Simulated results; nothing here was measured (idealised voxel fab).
process module | voxel double patterning
cross-section cut | 185 nm wide | cells 5 nm
A cross-section is a grid of square cells, given in bands from the top down. A band is one or more rows of cells.
Each band's line starts with the height of the band's top and of its bottom, in nm. Then come its materials from left to right, each with its width in nm. One material with "throughout" fills the band from edge to edge. "air" is empty space.
Height 0 is the level under which the wafer as received is all one material. The lowest band goes on downwards, as in "0 down".
A width such as "30 to 40" changes by the same amount from each row of cells to the next, from the band's top row to its bottom row.
"no change" after a step means that no cell of the cross-section changed.
closed voids: empty space of 8 cells or more with no open way to the top, each as width x height at its distance from the left edge, in nm
after a step's settings: what the simulator itself notes on the step
overlay nm, on a step with a mask: how far to the right of its planned place the mask lay; to the left if negative
plan
1 op RECEIVE | material Si
2 op CONFORMAL_DEP | material SiO2 | thk nm 5
3 op DIRECTIONAL_DEP | material TiN | thk nm 15
4 op DIRECTIONAL_DEP | material SiN | thk nm 10
5 op DIRECTIONAL_DEP | material aC | thk nm 15
6 op PATTERN | tone open | mask id FIRST | material resist | width nm 15 | pitch nm 50 | thk nm 30 | overlay nm 0
7 op DIRECTIONAL_ETCH | etch materials aC | depth nm 15
8 op STRIP | etch materials resist
9 op DIRECTIONAL_ETCH | etch materials SiN | depth nm 10
10 op STRIP | etch materials aC
11 op PATTERN | tone open | mask id SECOND | material resist | width nm 15 | pitch nm 50 | thk nm 20 | overlay nm 0
12 op DIRECTIONAL_ETCH | etch materials SiN | depth nm 10
13 op STRIP | etch materials resist
14 op DIRECTIONAL_ETCH | etch materials TiN | depth nm 15
15 op STRIP | etch materials SiN
as received, after step 1
  0 down: Si throughout
  closed voids: none
a wafer at the end: this start, this plan, one mistake
  15 to 5: TiN throughout
  5 to 0: SiO2 throughout
  0 down: Si throughout
  closed voids: none
what went wrong: step 4 ran as: op DIRECTIONAL_DEP | material TiN | thk nm 10
